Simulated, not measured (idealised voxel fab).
process module | voxel capacitor over wiring
The cross-section on display is named cut; it measures 170 nm wide, and its cells are 5 nm squares.
Cross-section spec: square-cell grid; bands listed top down; each band is one or more rows.
The entry gives the band's vertical extent as a top height and a bottom height in nm, then its horizontal make-up as materials from left to right, each with a width in nm. "blank" stands for empty space; a single material marked "full width" fills the band edge to edge.
Ref level 0: as-received wafer is one material below here. Bottom band extends down with no lower bound ("0 -> down").
A width such as "30..40" changes by the same amount from each row of cells to the next, from the band's top row to its bottom row.
"identical to before" for a step: no cell of the cross-section changed in that step.
This entry, "Voids, enclosed", enumerates those empty regions of no fewer than 8 cells that possess no open connection to the top. Each region is reported in the form width x height at distance, the distance being taken from the left edge, with all three quantities expressed in nm.
On each step's line, the part that comes after the settings is the simulator's own comment on the step.
overlay nm: how far to the right of its planned place the mask lay on this masked step (negative: to the left).
[The following list gives the planned process steps]
1 op RECEIVE | material Si
2 op CONFORMAL_DEP | material SiO2 | thk nm 10
3 op CONFORMAL_DEP | material SiCN | thk nm 5
4 op DIRECTIONAL_DEP | material lowk | thk nm 25
5 op MASKED_ETCH | tone open | mask id METAL_1 | width nm 30 | pitch nm 100 | etch materials lowk | depth nm 25 | overlay nm 0
6 op MASKED_ETCH | tone open | mask id METAL_1 | width nm 30 | pitch nm 100 | etch materials SiCN | depth nm 5 | overlay nm 0
7 op CONFORMAL_DEP | material TiN | thk nm 5
8 op FILL_DEP | material Ru | thk nm 5
9 op CMP | height nm 40
10 op CONFORMAL_DEP | material SiCN | thk nm 5
11 op DIRECTIONAL_DEP | material SiO2 | thk nm 10
12 op DIRECTIONAL_DEP | material aC | thk nm 10
13 op PATTERN | tone open | mask id PLUG_1 | material resist | width nm 15 | thk nm 30 | overlay nm 0
14 op DIRECTIONAL_ETCH | etch materials aC | depth nm 10
15 op STRIP | etch materials resist
16 op DIRECTIONAL_ETCH | etch materials SiO2 | depth nm 10
17 op DIRECTIONAL_ETCH | etch materials SiCN | depth nm 5
18 op STRIP | etch materials aC
19 op EPI | material Ru | thk nm 10
20 op EPI | material Ru | thk nm 5
21 op DIRECTIONAL_DEP | material TiN | thk nm 5
22 op DIRECTIONAL_DEP | material SiN | thk nm 5
23 op DIRECTIONAL_DEP | material TiN | thk nm 5
24 op DIRECTIONAL_DEP | material aC | thk nm 10
25 op PATTERN | tone cover | mask id UPPER_PLATE | material resist | width nm 75 | thk nm 30 | overlay nm 0
26 op DIRECTIONAL_ETCH | etch materials aC | depth nm 10
27 op STRIP | etch materials resist
28 op DIRECTIONAL_ETCH | etch materials TiN | depth nm 5
29 op DIRECTIONAL_ETCH | etch materials SiN | depth nm 5
30 op STRIP | etch materials aC
31 op PATTERN | tone cover | mask id LOWER_PLATE | material resist | width nm 85 | thk nm 20 | overlay nm 0
32 op DIRECTIONAL_ETCH | etch materials TiN | depth nm 5
33 op STRIP | etch materials resist
34 op FILL_DEP | material SiO2 | thk nm 20
35 op CMP | height nm 85
36 op PATTERN | tone open | mask id PLUG_2 | material resist | width nm 15 | thk nm 15 | overlay nm 0
37 op DIRECTIONAL_ETCH | etch materials SiO2 | depth nm 15
38 op STRIP | etch materials resist
39 op CONFORMAL_DEP | material TiN | thk nm 5
40 op FILL_DEP | material W | thk nm 10
41 op CMP | height nm 85
42 op CONFORMAL_DEP | material SiN | thk nm 5
[Wafer as received: cross-section following step 1]
> 0 -> down  Si full width
> Voids, enclosed: none
[Sectioned view, first of two wafers, at the close of the module, processed as intended in the plan]
> 90 -> 85  SiN full width
> 85 -> 75  SiO2 (45) | TiN (5) | W (5) | TiN (5) | SiO2 (110)
> 75 -> 65  SiO2 (45..35) | TiN (15..75) | SiO2 (110..60)
> 65 -> 60  SiO2 (35) | SiN (75) | SiO2 (60)
> 60 -> 55  SiO2 (30) | TiN (85) | SiO2 (55)
> 55 -> 45  SiO2 (35) | Ru (15) | SiO2 (120)
> 45 -> 40  SiCN (35) | Ru (15) | SiCN (120)
> 40 -> 15  lowk (20) | TiN (5) | Ru (20) | TiN (5) | lowk (70) | TiN (5) | Ru (20) | TiN (5) | lowk (20)
> 15 -> 10  SiCN (20) | TiN (30) | SiCN (70) | TiN (30) | SiCN (20)
> 10 -> 0  SiO2 full width
> 0 -> down  Si full width
> Voids, enclosed: none
[Here is the second of the two wafers cut open at the end of the module - same start, same plan as the first one, but we made one mistake running it]
> 90 -> 85  SiN full width
> 85 -> 75  SiO2 (45) | TiN (5) | W (5) | TiN (5) | SiO2 (110)
> 75 -> 65  SiO2 (45..35) | TiN (15..75) | SiO2 (110..60)
> 65 -> 60  SiO2 (35) | SiN (75) | SiO2 (60)
> 60 -> 55  SiO2 (30) | TiN (85) | SiO2 (55)
> 55 -> 45  SiO2 (35) | Ru (15) | SiO2 (120)
> 45 -> 40  SiCN (35) | Ru (15) | SiCN (120)
> 40 -> 35  SiCN (20) | TiN (30) | SiCN (70) | TiN (30) | SiCN (20)
> 35 -> 10  lowk full width
> 10 -> 0  SiO2 full width
> 0 -> down  Si full width
> Voids, enclosed: none
The plan and the run diverged here: deviation from plan: step 4 and step 3 executed in one another's positions
Once processing is complete, comparing cell counts shows that the second wafer has more or fewer of certain materials than the first: -40 Ru; -20 TiN; +60 lowk
